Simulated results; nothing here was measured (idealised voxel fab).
The following process module bears the name voxel wiring stack.
The cross-section on display is named cut; it measures 215 nm wide, and its cells are 5 nm squares.
We lay out every cross-section as a grid of square cells and spell it out in bands from the top down, where one band means one or more rows of cells.
Heads up on the band format: heights come first, top then bottom, in nm. After that it's the materials left to right, each with its width in nm. A single material flagged "throughout" fills the whole band edge to edge, and "blank" means there's empty space there.
A quick word on heights: they are counted from 0, and under that level the wafer as it came to us is one material throughout. The lowest band is different from the rest in having no bottom; it simply continues downward, written as in "0 and below".
Graded width ("30->40"): value in top row of band = first number; value in bottom row = second number; row-to-row change constant.
"remained the same", as given for a step, is the statement that not any cell of the cross-section underwent a change during that step.
In "Entrapped voids" the enclosed voids are listed, meaning empty spaces of 8 cells or larger without any opening to the top. The form is width x height at distance, distance from the left edge, units nm.
If you see something after the settings on a step's line, that's the simulator's own remark about that step.
overlay nm: how far to the right of its planned place the mask lay on this masked step (negative: to the left).
Quick note on how to read the rest: it's all pairs. You get the cross-section before a process step and the one after, but the after one only goes down as far as the lowest band that changed. The step in between, with its settings, sits under the pair. Heads up, the pairs can come from different runs of this module on the same starting wafer, so don't assume a pair picks up from the one above unless its "State before step" entry says it does.
State before step:
> 100 down to 90 = 70 of lowk; 5 of TiN; 5 of W; 5 of TiN; 35 of lowk; 5 of TiN; 5 of W; 5 of TiN; 80 of lowk
> 90 down to 85 = 70 of SiCN; 15 of TiN; 35 of SiCN; 15 of TiN; 80 of SiCN
> 85 down to 70 = 70 of SiO2; 25 of Ru; 25 of SiO2; 25 of Ru; 70 of SiO2
> 70 down to 65 = 70 of SiO2; 25 of TiN; 25 of SiO2; 25 of TiN; 70 of SiO2
> 65 down to 45 = 70 of SiO2; 15 of Ru; 35 of SiO2; 15 of Ru; 80 of SiO2
> 45 down to 40 = 70 of SiCN; 15 of Ru; 35 of SiCN; 15 of Ru; 80 of SiCN
> 40 down to 20 = 70 of SiO2; 25 of Ru; 25 of SiO2; 25 of Ru; 70 of SiO2
> 20 down to 15 = 70 of SiO2; 25 of TiN; 25 of SiO2; 25 of TiN; 70 of SiO2
> 15 down to 0 = SiO2 throughout
> 0 and below = Si throughout
> Entrapped voids: none
Resulting Cross-Section:
> 125 down to 100 = SiO2 throughout
> Under the height 100 nothing was changed.
> Entrapped voids: none
Between the cross-sections above, the step performed was DIRECTIONAL_DEP | material SiO2 | thk nm 25
State before step: This step starts from the configuration shown after the step in the pair immediately above.
Resulting Cross-Section:
> 130 down to 125 = SiN throughout
> Under the height 125 nothing was changed.
> Entrapped voids: none
Between the cross-sections above, the step performed was CONFORMAL_DEP | material SiN | thk nm 5
State before step: This step starts from the configuration shown after the step in the pair immediately above.
Resulting Cross-Section:
> 150 down to 130 = 70 of resist; 25 of blank; 25 of resist; 25 of blank; 70 of resist
> Under the height 130 nothing was changed.
> Entrapped voids: none
Between the cross-sections above, the step performed was PATTERN | tone open | mask id METAL_3 | material resist | width nm 25 | pitch nm 50 | thk nm 20 | overlay nm 0
State before step: This step starts from the configuration shown after the step in the pair immediately above.
Resulting Cross-Section:
> 150 down to 130 = 70 of resist; 25 of blank; 25 of resist; 25 of blank; 70 of resist
> 130 down to 125 = 70 of SiN; 25 of blank; 25 of SiN; 25 of blank; 70 of SiN
> Under the height 125 nothing was changed.
> Entrapped voids: none
Between the cross-sections above, the step performed was DIRECTIONAL_ETCH | etch materials SiN | depth nm 5
State before step: This step starts from the configuration shown after the step in the pair immediately above.
Resulting Cross-Section:
> 130 down to 125 = 70 of SiN; 25 of blank; 25 of SiN; 25 of blank; 70 of SiN
> Under the height 125 nothing was changed.
> Entrapped voids: none
Between the cross-sections above, the step performed was STRIP | etch materials resist
State before step: This step starts from the configuration shown after the step in the pair immediately above.
Resulting Cross-Section:
> 135 down to 130 = 75 of TiN; 15 of blank; 35 of TiN; 15 of blank; 75 of TiN
> 130 down to 125 = 70 of SiN; 25 of TiN; 25 of SiN; 25 of TiN; 70 of SiN
> Under the height 125 nothing was changed.
> Entrapped voids: none
Between the cross-sections above, the step performed was CONFORMAL_DEP | material TiN | thk nm 5
State before step: This step starts from the configuration shown after the step in the pair immediately above.
Resulting Cross-Section:
> 140 down to 135 = Cu throughout
> 135 down to 130 = 75 of TiN; 15 of Cu; 35 of TiN; 15 of Cu; 75 of TiN
> Under the height 130 nothing was changed.
> Entrapped voids: none
Between the cross-sections above, the step performed was FILL_DEP | material Cu | thk nm 5
State before step: This step starts from the configuration shown after the step in the pair immediately above.
Resulting Cross-Section:
> 130 down to 125 = 70 of SiN; 25 of TiN; 25 of SiN; 25 of TiN; 70 of SiN
> Under the height 125 nothing was changed.
> Entrapped voids: none
Between the cross-sections above, the step performed was CMP | height nm 130
State before step: This step starts from the configuration shown after the step in the pair immediately above.
Resulting Cross-Section:
> 135 down to 130 = SiCN throughout
> Under the height 130 nothing was changed.
> Entrapped voids: none
Between the cross-sections above, the step performed was CONFORMAL_DEP | material SiCN | thk nm 5
State before step: This step starts from the configuration shown after the step in the pair immediately above.
Resulting Cross-Section:
> 155 down to 135 = SiO2 throughout
> Under the height 135 nothing was changed.
> Entrapped voids: none
Between the cross-sections above, the step performed was DIRECTIONAL_DEP | material SiO2 | thk nm 20
State before step: This step starts from the configuration shown after the step in the pair immediately above.
Resulting Cross-Section:
> 155 down to 135 = 70 of SiO2; 15 of blank; 130 of SiO2
> Under the height 135 nothing was changed.
> Entrapped voids: none
Between the cross-sections above, the step performed was MASKED_ETCH | tone open | mask id PLUG_3 | width nm 15 | etch materials SiO2 | depth nm 20 | overlay nm 0
State before step: This step starts from the configuration shown after the step in the pair immediately above.
Resulting Cross-Section:
> 155 down to 135 = 70 of SiO2; 15 of blank; 130 of SiO2
> 135 down to 130 = 70 of SiCN; 15 of blank; 130 of SiCN
> Under the height 130 nothing was changed.
> Entrapped voids: none
Between the cross-sections above, the step performed was MASKED_ETCH | tone open | mask id PLUG_3 | width nm 15 | etch materials SiCN | depth nm 5 | overlay nm 0
State before step: This step starts from the configuration shown after the step in the pair immediately above.
Resulting Cross-Section:
> 155 down to 140 = 70 of SiO2; 15 of blank; 130 of SiO2
> 140 down to 135 = 70 of SiO2; 15 of Ru; 130 of SiO2
> 135 down to 130 = 70 of SiCN; 15 of Ru; 130 of SiCN
> Under the height 130 nothing was changed.
> Entrapped voids: none
Between the cross-sections above, the step performed was EPI | material Ru | thk nm 10
State before step: This step starts from the configuration shown after the step in the pair immediately above.
Resulting Cross-Section:
> 155 down to 150 = 70 of SiO2; 15 of blank; 130 of SiO2
> 150 down to 135 = 70 of SiO2; 15 of Ru; 130 of SiO2
> Under the height 135 nothing was changed.
> Entrapped voids: none
Between the cross-sections above, the step performed was EPI | material Ru | thk nm 10
State before step: This step starts from the configuration shown after the step in the pair immediately above.
Resulting Cross-Section:
> 155 down to 135 = 70 of SiO2; 15 of Ru; 130 of SiO2
> Under the height 135 nothing was changed.
> Entrapped voids: none
Between the cross-sections above, the step performed was EPI | material Ru | thk nm 5
State before step: This step starts from the configuration shown after the step in the pair immediately above.
Resulting Cross-Section:
> 160 down to 155 = SiCN throughout
> Under the height 155 nothing was changed.
> Entrapped voids: none
Between the cross-sections above, the step performed was CONFORMAL_DEP | material SiCN | thk nm 5
State before step: This step starts from the configuration shown after the step in the pair immediately above.
Resulting Cross-Section:
> 185 down to 160 = lowk throughout
> Under the height 160 nothing was changed.
> Entrapped voids: none
Between the cross-sections above, the step performed was DIRECTIONAL_DEP | material lowk | thk nm 25
State before step: This step starts from the configuration shown after the step in the pair immediately above.
Resulting Cross-Section:
> 185 down to 160 = 70 of lowk; 25 of blank; 25 of lowk; 25 of blank; 70 of lowk
> Under the height 160 nothing was changed.
> Entrapped voids: none
Between the cross-sections above, the step performed was MASKED_ETCH | tone open | mask id METAL_4 | width nm 25 | pitch nm 50 | etch materials lowk | depth nm 25 | overlay nm 0
State before step: This step starts from the configuration shown after the step in the pair immediately above.
Resulting Cross-Section:
> 185 down to 160 = 70 of lowk; 25 of blank; 25 of lowk; 25 of blank; 70 of lowk
> 160 down to 155 = 70 of SiCN; 25 of blank; 25 of SiCN; 25 of blank; 70 of SiCN
> Under the height 155 nothing was changed.
> Entrapped voids: none
Between the cross-sections above, the step performed was MASKED_ETCH | tone open | mask id METAL_4 | width nm 25 | pitch nm 50 | etch materials SiCN | depth nm 5 | overlay nm 0
State before step: This step starts from the configuration shown after the step in the pair immediately above.
Resulting Cross-Section:
> 190 down to 185 = 75 of TiN; 15 of blank; 35 of TiN; 15 of blank; 75 of TiN
> 185 down to 160 = 70 of lowk; 5 of TiN; 15 of blank; 5 of TiN; 25 of lowk; 5 of TiN; 15 of blank; 5 of TiN; 70 of lowk
> 160 down to 155 = 70 of SiCN; 25 of TiN; 25 of SiCN; 25 of TiN; 70 of SiCN
> Under the height 155 nothing was changed.
> Entrapped voids: none
Between the cross-sections above, the step performed was CONFORMAL_DEP | material TiN | thk nm 5
State before step: This step starts from the configuration shown after the step in the pair immediately above.
Resulting Cross-Section:
> 200 down to 190 = Cu throughout
> 190 down to 185 = 75 of TiN; 15 of Cu; 35 of TiN; 15 of Cu; 75 of TiN
> 185 down to 160 = 70 of lowk; 5 of TiN; 15 of Cu; 5 of TiN; 25 of lowk; 5 of TiN; 15 of Cu; 5 of TiN; 70 of lowk
> Under the height 160 nothing was changed.
> Entrapped voids: none
Between the cross-sections above, the step performed was FILL_DEP | material Cu | thk nm 10
State before step: This step starts from the configuration shown after the step in the pair immediately above.
Resulting Cross-Section:
> 185 down to 160 = 70 of lowk; 5 of TiN; 15 of Cu; 5 of TiN; 25 of lowk; 5 of TiN; 15 of Cu; 5 of TiN; 70 of lowk
> Under the height 160 nothing was changed.
> Entrapped voids: none
Between the cross-sections above, the step performed was CMP | height nm 185
State before step: This step starts from the configuration shown after the step in the pair immediately above.
Resulting Cross-Section:
> 190 down to 185 = SiN throughout
> Under the height 185 nothing was changed.
> Entrapped voids: none
Between the cross-sections above, the step performed was CONFORMAL_DEP | material SiN | thk nm 5
State before step:
> 70 down to 65 = TiN throughout
> 65 down to 45 = 70 of SiO2; 15 of Ru; 35 of SiO2; 15 of Ru; 80 of SiO2
> 45 down to 40 = 70 of SiCN; 15 of Ru; 35 of SiCN; 15 of Ru; 80 of SiCN
> 40 down to 20 = 70 of SiO2; 25 of Ru; 25 of SiO2; 25 of Ru; 70 of SiO2
> 20 down to 15 = 70 of SiO2; 25 of TiN; 25 of SiO2; 25 of TiN; 70 of SiO2
> 15 down to 0 = SiO2 throughout
> 0 and below = Si throughout
> Entrapped voids: none
Resulting Cross-Section:
> 80 down to 70 = Ru throughout
> Under the height 70 nothing was changed.
> Entrapped voids: none
Between the cross-sections above, the step performed was DIRECTIONAL_DEP | material Ru | thk nm 10
State before step: This step starts from the configuration shown after the step in the pair immediately above.
Resulting Cross-Section:
> 90 down to 80 = aC throughout
> Under the height 80 nothing was changed.
> Entrapped voids: none
Between the cross-sections above, the step performed was DIRECTIONAL_DEP | material aC | thk nm 10
State before step: This step starts from the configuration shown after the step in the pair immediately above.
Resulting Cross-Section:
> 120 down to 90 = 70 of blank; 25 of resist; 25 of blank; 25 of resist; 70 of blank
> Under the height 90 nothing was changed.
> Entrapped voids: none
Between the cross-sections above, the step performed was PATTERN | tone cover | mask id METAL_2 | material resist | width nm 25 | pitch nm 50 | thk nm 30 | overlay nm 0
State before step: This step starts from the configuration shown after the step in the pair immediately above.
Resulting Cross-Section:
> 110 down to 90 = 70 of blank; 25 of resist; 25 of blank; 25 of resist; 70 of blank
> 90 down to 80 = 70 of blank; 25 of aC; 25 of blank; 25 of aC; 70 of blank
> Under the height 80 nothing was changed.
> Entrapped voids: none
Between the cross-sections above, the step performed was DIRECTIONAL_ETCH | etch materials aC | depth nm 10
State before step: This step starts from the configuration shown after the step in the pair immediately above.
Resulting Cross-Section:
> 90 down to 80 = 70 of blank; 25 of aC; 25 of blank; 25 of aC; 70 of blank
> Under the height 80 nothing was changed.
> Entrapped voids: none
Between the cross-sections above, the step performed was STRIP | etch materials resist
State before step: This step starts from the configuration shown after the step in the pair immediately above.
Resulting Cross-Section:
> 90 down to 80 = 70 of blank; 25 of aC; 25 of blank; 25 of aC; 70 of blank
> 80 down to 70 = 70 of blank; 25 of Ru; 25 of blank; 25 of Ru; 70 of blank
> Under the height 70 nothing was changed.
> Entrapped voids: none
Between the cross-sections above, the step performed was DIRECTIONAL_ETCH | etch materials Ru | depth nm 15
State before step: This step starts from the configuration shown after the step in the pair immediately above.
Resulting Cross-Section:
> 90 down to 80 = 70 of blank; 25 of aC; 25 of blank; 25 of aC; 70 of blank
> 80 down to 70 = 70 of blank; 25 of Ru; 25 of blank; 25 of Ru; 70 of blank
> 70 down to 65 = 70 of blank; 25 of TiN; 25 of blank; 25 of TiN; 70 of blank
> Under the height 65 nothing was changed.
> Entrapped voids: none
Between the cross-sections above, the step performed was DIRECTIONAL_ETCH | etch materials TiN | depth nm 5
State before step: This step starts from the configuration shown after the step in the pair immediately above.
Resulting Cross-Section:
> 80 down to 70 = 70 of blank; 25 of Ru; 25 of blank; 25 of Ru; 70 of blank
> Under the height 70 nothing was changed.
> Entrapped voids: none
Between the cross-sections above, the step performed was STRIP | etch materials aC
State before step: This step starts from the configuration shown after the step in the pair immediately above.
Resulting Cross-Section:
> 85 down to 80 = SiO2 throughout
> 80 down to 70 = 70 of SiO2; 25 of Ru; 25 of SiO2; 25 of Ru; 70 of SiO2
> 70 down to 65 = 70 of SiO2; 25 of TiN; 25 of SiO2; 25 of TiN; 70 of SiO2
> Under the height 65 nothing was changed.
> Entrapped voids: none
Between the cross-sections above, the step performed was FILL_DEP | material SiO2 | thk nm 5
State before step: This step starts from the configuration shown after the step in the pair immediately above.
Resulting Cross-Section:
> 90 down to 85 = SiCN throughout
> Under the height 85 nothing was changed.
> Entrapped voids: none
Between the cross-sections above, the step performed was CONFORMAL_DEP | material SiCN | thk nm 5
State before step: This step starts from the configuration shown after the step in the pair immediately above.
Resulting Cross-Section:
> 100 down to 90 = lowk throughout
> Under the height 90 nothing was changed.
> Entrapped voids: none
Between the cross-sections above, the step performed was DIRECTIONAL_DEP | material lowk | thk nm 10
State before step: This step starts from the configuration shown after the step in the pair immediately above.
Resulting Cross-Section:
> 100 down to 90 = 70 of lowk; 15 of blank; 35 of lowk; 15 of blank; 80 of lowk
> Under the height 90 nothing was changed.
> Entrapped voids: none
Between the cross-sections above, the step performed was MASKED_ETCH | tone open | mask id PLUG_2 | width nm 15 | pitch nm 50 | etch materials lowk | depth nm 10 | overlay nm 0
State before step: This step starts from the configuration shown after the step in the pair immediately above.
Resulting Cross-Section:
> 100 down to 90 = 70 of lowk; 15 of blank; 35 of lowk; 15 of blank; 80 of lowk
> 90 down to 85 = 70 of SiCN; 15 of blank; 35 of SiCN; 15 of blank; 80 of SiCN
> Under the height 85 nothing was changed.
> Entrapped voids: none
Between the cross-sections above, the step performed was MASKED_ETCH | tone open | mask id PLUG_2 | width nm 15 | pitch nm 50 | etch materials SiCN | depth nm 5 | overlay nm 0
State before step: This step starts from the configuration shown after the step in the pair immediately above.
Resulting Cross-Section:
> 105 down to 100 = 75 of TiN; 5 of blank; 45 of TiN; 5 of blank; 85 of TiN
> 100 down to 90 = 70 of lowk; 5 of TiN; 5 of blank; 5 of TiN; 35 of lowk; 5 of TiN; 5 of blank; 5 of TiN; 80 of lowk
> 90 down to 85 = 70 of SiCN; 15 of TiN; 35 of SiCN; 15 of TiN; 80 of SiCN
> Under the height 85 nothing was changed.
> Entrapped voids: none
Between the cross-sections above, the step performed was CONFORMAL_DEP | material TiN | thk nm 5
State before step: This step starts from the configuration shown after the step in the pair immediately above.
Resulting Cross-Section:
> 110 down to 105 = W throughout
> 105 down to 100 = 75 of TiN; 5 of W; 45 of TiN; 5 of W; 85 of TiN
> 100 down to 90 = 70 of lowk; 5 of TiN; 5 of W; 5 of TiN; 35 of lowk; 5 of TiN; 5 of W; 5 of TiN; 80 of lowk
> Under the height 90 nothing was changed.
> Entrapped voids: none
Between the cross-sections above, the step performed was FILL_DEP | material W | thk nm 5
State before step: This step starts from the configuration shown after the step in the pair immediately above.
Resulting Cross-Section:
> 100 down to 90 = 70 of lowk; 5 of TiN; 5 of W; 5 of TiN; 35 of lowk; 5 of TiN; 5 of W; 5 of TiN; 80 of lowk
> Under the height 90 nothing was changed.
> Entrapped voids: none
Between the cross-sections above, the step performed was CMP | height nm 100
State before step: This step starts from the configuration shown after the step in the pair immediately above.
Resulting Cross-Section:
> 105 down to 100 = SiN throughout
> Under the height 100 nothing was changed.
> Entrapped voids: none
Between the cross-sections above, the step performed was CONFORMAL_DEP | material SiN | thk nm 5
State before step: This step starts from the configuration shown after the step in the pair immediately above.
Resulting Cross-Section:
> 130 down to 105 = SiO2 throughout
> Under the height 105 nothing was changed.
> Entrapped voids: none
Between the cross-sections above, the step performed was DIRECTIONAL_DEP | material SiO2 | thk nm 25
State before step: This step starts from the configuration shown after the step in the pair immediately above.
Resulting Cross-Section:
> 150 down to 130 = 70 of resist; 25 of blank; 25 of resist; 25 of blank; 70 of resist
> Under the height 130 nothing was changed.
> Entrapped voids: none
Between the cross-sections above, the step performed was PATTERN | tone open | mask id METAL_3 | material resist | width nm 25 | pitch nm 50 | thk nm 20 | overlay nm 0
State before step: This step starts from the configuration shown after the step in the pair immediately above.
Resulting Cross-Section:
> 150 down to 130 = 70 of resist; 25 of blank; 25 of resist; 25 of blank; 70 of resist
> 130 down to 105 = 70 of SiO2; 25 of blank; 25 of SiO2; 25 of blank; 70 of SiO2
> Under the height 105 nothing was changed.
> Entrapped voids: none
Between the cross-sections above, the step performed was DIRECTIONAL_ETCH | etch materials SiO2 | depth nm 25
State before step: This step starts from the configuration shown after the step in the pair immediately above.
Resulting Cross-Section:
> 150 down to 130 = 70 of resist; 25 of blank; 25 of resist; 25 of blank; 70 of resist
> 130 down to 105 = 70 of SiO2; 25 of blank; 25 of SiO2; 25 of blank; 70 of SiO2
> 105 down to 100 = 70 of SiN; 25 of blank; 25 of SiN; 25 of blank; 70 of SiN
> Under the height 100 nothing was changed.
> Entrapped voids: none
Between the cross-sections above, the step performed was DIRECTIONAL_ETCH | etch materials SiN | depth nm 5
State before step: This step starts from the configuration shown after the step in the pair immediately above.
Resulting Cross-Section:
> 130 down to 105 = 70 of SiO2; 25 of blank; 25 of SiO2; 25 of blank; 70 of SiO2
> Under the height 105 nothing was changed.
> Entrapped voids: none
Between the cross-sections above, the step performed was STRIP | etch materials resist
State before step: This step starts from the configuration shown after the step in the pair immediately above.
Resulting Cross-Section:
> 135 down to 130 = 75 of TiN; 15 of blank; 35 of TiN; 15 of blank; 75 of TiN
> 130 down to 105 = 70 of SiO2; 5 of TiN; 15 of blank; 5 of TiN; 25 of SiO2; 5 of TiN; 15 of blank; 5 of TiN; 70 of SiO2
> 105 down to 100 = 70 of SiN; 25 of TiN; 25 of SiN; 25 of TiN; 70 of SiN
> Under the height 100 nothing was changed.
> Entrapped voids: none
Between the cross-sections above, the step performed was CONFORMAL_DEP | material TiN | thk nm 5
State before step: This step starts from the configuration shown after the step in the pair immediately above.
Resulting Cross-Section:
> 140 down to 135 = Cu throughout
> 135 down to 130 = 75 of TiN; 15 of Cu; 35 of TiN; 15 of Cu; 75 of TiN
> 130 down to 105 = 70 of SiO2; 5 of TiN; 15 of Cu; 5 of TiN; 25 of SiO2; 5 of TiN; 15 of Cu; 5 of TiN; 70 of SiO2
> Under the height 105 nothing was changed.
> Entrapped voids: none
Between the cross-sections above, the step performed was FILL_DEP | material Cu | thk nm 5
State before step: This step starts from the configuration shown after the step in the pair immediately above.
Resulting Cross-Section:
> 130 down to 105 = 70 of SiO2; 5 of TiN; 15 of Cu; 5 of TiN; 25 of SiO2; 5 of TiN; 15 of Cu; 5 of TiN; 70 of SiO2
> Under the height 105 nothing was changed.
> Entrapped voids: none
Between the cross-sections above, the step performed was CMP | height nm 130
State before step: This step starts from the configuration shown after the step in the pair immediately above.
Resulting Cross-Section:
> 135 down to 130 = SiCN throughout
> Under the height 130 nothing was changed.
> Entrapped voids: none
Between the cross-sections above, the step performed was CONFORMAL_DEP | material SiCN | thk nm 5
State before step: This step starts from the configuration shown after the step in the pair immediately above.
Resulting Cross-Section:
> 155 down to 135 = SiO2 throughout
> Under the height 135 nothing was changed.
> Entrapped voids: none
Between the cross-sections above, the step performed was DIRECTIONAL_DEP | material SiO2 | thk nm 20
State before step: This step starts from the configuration shown after the step in the pair immediately above.
Resulting Cross-Section:
> 155 down to 135 = 70 of SiO2; 15 of blank; 130 of SiO2
> Under the height 135 nothing was changed.
> Entrapped voids: none
Between the cross-sections above, the step performed was MASKED_ETCH | tone open | mask id PLUG_3 | width nm 15 | etch materials SiO2 | depth nm 20 | overlay nm 0
State before step: This step starts from the configuration shown after the step in the pair immediately above.
Resulting Cross-Section:
> 155 down to 135 = 70 of SiO2; 15 of blank; 130 of SiO2
> 135 down to 130 = 70 of SiCN; 15 of blank; 130 of SiCN
> Under the height 130 nothing was changed.
> Entrapped voids: none
Between the cross-sections above, the step performed was MASKED_ETCH | tone open | mask id PLUG_3 | width nm 15 | etch materials SiCN | depth nm 5 | overlay nm 0
State before step: This step starts from the configuration shown after the step in the pair immediately above.
Resulting Cross-Section:
> 155 down to 140 = 70 of SiO2; 15 of blank; 130 of SiO2
> 140 down to 135 = 70 of SiO2; 15 of Ru; 130 of SiO2
> 135 down to 130 = 70 of SiCN; 15 of Ru; 130 of SiCN
> Under the height 130 nothing was changed.
> Entrapped voids: none
Between the cross-sections above, the step performed was EPI | material Ru | thk nm 10
State before step: This step starts from the configuration shown after the step in the pair immediately above.
Resulting Cross-Section:
> 155 down to 150 = 70 of SiO2; 15 of blank; 130 of SiO2
> 150 down to 135 = 70 of SiO2; 15 of Ru; 130 of SiO2
> Under the height 135 nothing was changed.
> Entrapped voids: none
Between the cross-sections above, the step performed was EPI | material Ru | thk nm 10
State before step: This step starts from the configuration shown after the step in the pair immediately above.
Resulting Cross-Section:
> 155 down to 135 = 70 of SiO2; 15 of Ru; 130 of SiO2
> Under the height 135 nothing was changed.
> Entrapped voids: none
Between the cross-sections above, the step performed was EPI | material Ru | thk nm 5
State before step: This step starts from the configuration shown after the step in the pair immediately above.
Resulting Cross-Section:
> 160 down to 155 = SiCN throughout
> Under the height 155 nothing was changed.
> Entrapped voids: none
Between the cross-sections above, the step performed was CONFORMAL_DEP | material SiCN | thk nm 5
State before step: This step starts from the configuration shown after the step in the pair immediately above.
Resulting Cross-Section:
> 185 down to 160 = lowk throughout
> Under the height 160 nothing was changed.
> Entrapped voids: none
Between the cross-sections above, the step performed was DIRECTIONAL_DEP | material lowk | thk nm 25
State before step: This step starts from the configuration shown after the step in the pair immediately above.
Resulting Cross-Section:
> 185 down to 160 = 70 of lowk; 25 of blank; 25 of lowk; 25 of blank; 70 of lowk
> Under the height 160 nothing was changed.
> Entrapped voids: none
Between the cross-sections above, the step performed was MASKED_ETCH | tone open | mask id METAL_4 | width nm 25 | pitch nm 50 | etch materials lowk | depth nm 25 | overlay nm 0
State before step: This step starts from the configuration shown after the step in the pair immediately above.
Resulting Cross-Section:
> 185 down to 160 = 70 of lowk; 25 of blank; 25 of lowk; 25 of blank; 70 of lowk
> 160 down to 155 = 70 of SiCN; 25 of blank; 25 of SiCN; 25 of blank; 70 of SiCN
> Under the height 155 nothing was changed.
> Entrapped voids: none
Between the cross-sections above, the step performed was MASKED_ETCH | tone open | mask id METAL_4 | width nm 25 | pitch nm 50 | etch materials SiCN | depth nm 5 | overlay nm 0
State before step: This step starts from the configuration shown after the step in the pair immediately above.
Resulting Cross-Section:
> 190 down to 185 = 75 of TiN; 15 of blank; 35 of TiN; 15 of blank; 75 of TiN
> 185 down to 160 = 70 of lowk; 5 of TiN; 15 of blank; 5 of TiN; 25 of lowk; 5 of TiN; 15 of blank; 5 of TiN; 70 of lowk
> 160 down to 155 = 70 of SiCN; 25 of TiN; 25 of SiCN; 25 of TiN; 70 of SiCN
> Under the height 155 nothing was changed.
> Entrapped voids: none
Between the cross-sections above, the step performed was CONFORMAL_DEP | material TiN | thk nm 5
State before step: This step starts from the configuration shown after the step in the pair immediately above.
Resulting Cross-Section:
> 200 down to 190 = Cu throughout
> 190 down to 185 = 75 of TiN; 15 of Cu; 35 of TiN; 15 of Cu; 75 of TiN
> 185 down to 160 = 70 of lowk; 5 of TiN; 15 of Cu; 5 of TiN; 25 of lowk; 5 of TiN; 15 of Cu; 5 of TiN; 70 of lowk
> Under the height 160 nothing was changed.
> Entrapped voids: none
Between the cross-sections above, the step performed was FILL_DEP | material Cu | thk nm 10
State before step: This step starts from the configuration shown after the step in the pair immediately above.
Resulting Cross-Section:
> 185 down to 160 = 70 of lowk; 5 of TiN; 15 of Cu; 5 of TiN; 25 of lowk; 5 of TiN; 15 of Cu; 5 of TiN; 70 of lowk
> Under the height 160 nothing was changed.
> Entrapped voids: none
Between the cross-sections above, the step performed was CMP | height nm 185
State before step: This step starts from the configuration shown after the step in the pair immediately above.
Resulting Cross-Section:
> 190 down to 185 = SiN throughout
> Under the height 185 nothing was changed.
> Entrapped voids: none
Between the cross-sections above, the step performed was CONFORMAL_DEP | material SiN | thk nm 5
State before step:
> 155 down to 135 = SiO2 throughout
> 135 down to 130 = SiCN throughout
> 130 down to 105 = 70 of SiO2; 5 of TiN; 15 of Cu; 5 of TiN; 25 of SiO2; 5 of TiN; 15 of Cu; 5 of TiN; 70 of SiO2
> 105 down to 100 = 70 of SiN; 25 of TiN; 25 of SiN; 25 of TiN; 70 of SiN
> 100 down to 90 = 70 of lowk; 5 of TiN; 5 of W; 5 of TiN; 35 of lowk; 5 of TiN; 5 of W; 5 of TiN; 80 of lowk
> 90 down to 85 = 70 of SiCN; 15 of TiN; 35 of SiCN; 15 of TiN; 80 of SiCN
> 85 down to 70 = 70 of SiO2; 25 of Ru; 25 of SiO2; 25 of Ru; 70 of SiO2
> 70 down to 65 = 70 of SiO2; 25 of TiN; 25 of SiO2; 25 of TiN; 70 of SiO2
> 65 down to 45 = 70 of SiO2; 15 of Ru; 35 of SiO2; 15 of Ru; 80 of SiO2
> 45 down to 40 = 70 of SiCN; 15 of Ru; 35 of SiCN; 15 of Ru; 80 of SiCN
> 40 down to 20 = 70 of SiO2; 25 of Ru; 25 of SiO2; 25 of Ru; 70 of SiO2
> 20 down to 15 = 70 of SiO2; 25 of TiN; 25 of SiO2; 25 of TiN; 70 of SiO2
> 15 down to 0 = SiO2 throughout
> 0 and below = Si throughout
> Entrapped voids: none
Resulting Cross-Section:
> 155 down to 135 = 65 of SiO2; 25 of blank; 125 of SiO2
> Under the height 135 nothing was changed.
> Entrapped voids: none
Between the cross-sections above, the step performed was MASKED_ETCH | tone open | mask id PLUG_3 | width nm 25 | etch materials SiO2 | depth nm 20 | overlay nm 0
State before step: This step starts from the configuration shown after the step in the pair immediately above.
Resulting Cross-Section:
> 155 down to 135 = 65 of SiO2; 25 of blank; 125 of SiO2
> 135 down to 130 = 70 of SiCN; 15 of blank; 130 of SiCN
> Under the height 130 nothing was changed.
> Entrapped voids: none
Between the cross-sections above, the step performed was MASKED_ETCH | tone open | mask id PLUG_3 | width nm 15 | etch materials SiCN | depth nm 5 | overlay nm 0
State before step: This step starts from the configuration shown after the step in the pair immediately above.
Resulting Cross-Section:
> 155 down to 140 = 65 of SiO2; 25 of blank; 125 of SiO2
> 140 down to 135 = 65 of SiO2; 25 of Ru; 125 of SiO2
> 135 down to 130 = 70 of SiCN; 15 of Ru; 130 of SiCN
> Under the height 130 nothing was changed.
> Entrapped voids: none
Between the cross-sections above, the step performed was EPI | material Ru | thk nm 10
State before step: This step starts from the configuration shown after the step in the pair immediately above.
Resulting Cross-Section:
> 155 down to 150 = 65 of SiO2; 25 of blank; 125 of SiO2
> 150 down to 135 = 65 of SiO2; 25 of Ru; 125 of SiO2
> Under the height 135 nothing was changed.
> Entrapped voids: none
Between the cross-sections above, the step performed was EPI | material Ru | thk nm 10
State before step: This step starts from the configuration shown after the step in the pair immediately above.
Resulting Cross-Section:
> 155 down to 135 = 65 of SiO2; 25 of Ru; 125 of SiO2
> Under the height 135 nothing was changed.
> Entrapped voids: none
Between the cross-sections above, the step performed was EPI | material Ru | thk nm 5
State before step: This step starts from the configuration shown after the step in the pair immediately above.
Resulting Cross-Section:
> 160 down to 155 = SiCN throughout
> Under the height 155 nothing was changed.
> Entrapped voids: none
Between the cross-sections above, the step performed was CONFORMAL_DEP | material SiCN | thk nm 5
State before step: This step starts from the configuration shown after the step in the pair immediately above.
Resulting Cross-Section:
> 185 down to 160 = lowk throughout
> Under the height 160 nothing was changed.
> Entrapped voids: none
Between the cross-sections above, the step performed was DIRECTIONAL_DEP | material lowk | thk nm 25
State before step: This step starts from the configuration shown after the step in the pair immediately above.
Resulting Cross-Section:
> 185 down to 160 = 70 of lowk; 25 of blank; 25 of lowk; 25 of blank; 70 of lowk
> Under the height 160 nothing was changed.
> Entrapped voids: none
Between the cross-sections above, the step performed was MASKED_ETCH | tone open | mask id METAL_4 | width nm 25 | pitch nm 50 | etch materials lowk | depth nm 25 | overlay nm 0
State before step: This step starts from the configuration shown after the step in the pair immediately above.
Resulting Cross-Section:
> 185 down to 160 = 70 of lowk; 25 of blank; 25 of lowk; 25 of blank; 70 of lowk
> 160 down to 155 = 70 of SiCN; 25 of blank; 25 of SiCN; 25 of blank; 70 of SiCN
> Under the height 155 nothing was changed.
> Entrapped voids: none
Between the cross-sections above, the step performed was MASKED_ETCH | tone open | mask id METAL_4 | width nm 25 | pitch nm 50 | etch materials SiCN | depth nm 5 | overlay nm 0
State before step: This step starts from the configuration shown after the step in the pair immediately above.
Resulting Cross-Section:
> 190 down to 185 = 75 of TiN; 15 of blank; 35 of TiN; 15 of blank; 75 of TiN
> 185 down to 160 = 70 of lowk; 5 of TiN; 15 of blank; 5 of TiN; 25 of lowk; 5 of TiN; 15 of blank; 5 of TiN; 70 of lowk
> 160 down to 155 = 70 of SiCN; 25 of TiN; 25 of SiCN; 25 of TiN; 70 of SiCN
> Under the height 155 nothing was changed.
> Entrapped voids: none
Between the cross-sections above, the step performed was CONFORMAL_DEP | material TiN | thk nm 5
